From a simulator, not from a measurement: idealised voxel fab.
Process module in this document: voxel self aligned vias
Xsec cut, 160 nm wide, square cell size 5 nm.
Think of the cross-section as a grid of square cells. We describe it in bands, top to bottom, and each band covers one or more rows of those cells. Band: top height; bottom height; in nm. Then, left to right: material with width in nm, for each material. "throughout": a single material spanning edge to edge. "blank": empty space. Height is counted from the level 0, under which the received wafer is composed throughout of one material. The lowest of the bands is not closed at the bottom but continues downward, in the notation "0..down". Think of "30->40" as a width that walks from the first number to the second as you go down the band, top row to bottom row, taking equal-sized steps from row to row. Step note "no alteration" = no cross-section cell changed. The label "Closed cavity list" introduces a list of the empty spaces, 8 cells or larger, that have no open way up to the top; each entry in it reads width x height at distance, where the distance is taken from the left edge and all three are stated in nm. Read whatever lies past the settings on a step's line as the simulator's own remark about the step. Steps that use a mask can have "overlay nm" on their line. It says how far the mask sat to the right of where it was meant to be. Negative means to the left.
The process steps that were planned are listed below
- 1: op RECEIVE | material Si
- 2: op CONFORMAL_DEP | material SiO2 | thk nm 10
- 3: op CONFORMAL_DEP | material SiCN | thk nm 5
- 4: op DIRECTIONAL_DEP | material SiO2 | thk nm 25
- 5: op PATTERN | tone open | mask id LINES | material resist | width nm 30 | pitch nm 70 | thk nm 20 | overlay nm 0
- 6: op DIRECTIONAL_ETCH | etch materials SiO2 | depth nm 25
- 7: op STRIP | etch materials resist
- 8: op CONFORMAL_DEP | material TiN | thk nm 5
- 9: op FILL_DEP | material W | thk nm 10
- 10: op CMP | height nm 40
- 11: op SELECTIVE_ETCH | etch materials W Ru TiN | depth nm 10
- 12: op FILL_DEP | material SiN | thk nm 5
- 13: op CMP | height nm 40
- 14: op DIRECTIONAL_DEP | material SiO2 | thk nm 15
- 15: op DIRECTIONAL_DEP | material aC | thk nm 10
- 16: op PATTERN | tone open | mask id VIAS | material resist | width nm 40 | thk nm 30 | overlay nm 0
- 17: op DIRECTIONAL_ETCH | etch materials aC | depth nm 10
- 18: op STRIP | etch materials resist
- 19: op DIRECTIONAL_ETCH | etch materials SiO2 | depth nm 15
- 20: op DIRECTIONAL_ETCH | etch materials SiN | depth nm 10
- 21: op STRIP | etch materials aC
- 22: op CONFORMAL_DEP | material TiN | thk nm 5
- 23: op FILL_DEP | material Cu | thk nm 10
- 24: op CMP | height nm 55
- 25: op CONFORMAL_DEP | material SiCN | thk nm 5
Step 1 complete: cross-section of the wafer as received
    0..down = Si throughout
    Closed cavity list: none
Here's the cross-section of the first of our two wafers at the end of the module - it ran as planned
    60..55 = SiCN throughout
    55..45 = SiO2=25 / TiN=5 / Cu=30 / TiN=5 / SiO2=95
    45..40 = SiO2=25 / TiN=10 / Cu=20 / TiN=10 / SiO2=95
    40..35 = SiO2=30 / TiN=5 / Cu=20 / TiN=5 / SiO2=40 / SiN=30 / SiO2=30
    35..30 = SiO2=30 / TiN=30 / SiO2=40 / SiN=30 / SiO2=30
    30..20 = SiO2=30 / TiN=5 / W=20 / TiN=5 / SiO2=40 / TiN=5 / W=20 / TiN=5 / SiO2=30
    20..15 = SiO2=30 / TiN=30 / SiO2=40 / TiN=30 / SiO2=30
    15..10 = SiCN throughout
    10..0 = SiO2 throughout
    0..down = Si throughout
    Closed cavity list: none
second wafer at the end: like start, like plan, one mistake
    75..70 = SiCN throughout
    70..60 = Cu throughout
    60..55 = TiN=30 / Cu=30 / TiN=100
    55..45 = SiO2=25 / TiN=5 / Cu=30 / TiN=5 / SiO2=95
    45..40 = SiO2=25 / TiN=10 / Cu=20 / TiN=10 / SiO2=95
    40..35 = SiO2=30 / TiN=5 / Cu=20 / TiN=5 / SiO2=40 / SiN=30 / SiO2=30
    35..30 = SiO2=30 / TiN=30 / SiO2=40 / SiN=30 / SiO2=30
    30..20 = SiO2=30 / TiN=5 / W=20 / TiN=5 / SiO2=40 / TiN=5 / W=20 / TiN=5 / SiO2=30
    20..15 = SiO2=30 / TiN=30 / SiO2=40 / TiN=30 / SiO2=30
    15..10 = SiCN throughout
    10..0 = SiO2 throughout
    0..down = Si throughout
    Closed cavity list: none
It is concluded that the wafer was processed incorrectly with respect to the plan, in that with respect to the plan, step 24 was omitted and not executed
Materials where the second wafer ends with more or fewer cells than the first: 70 more of Cu; 26 more of TiN
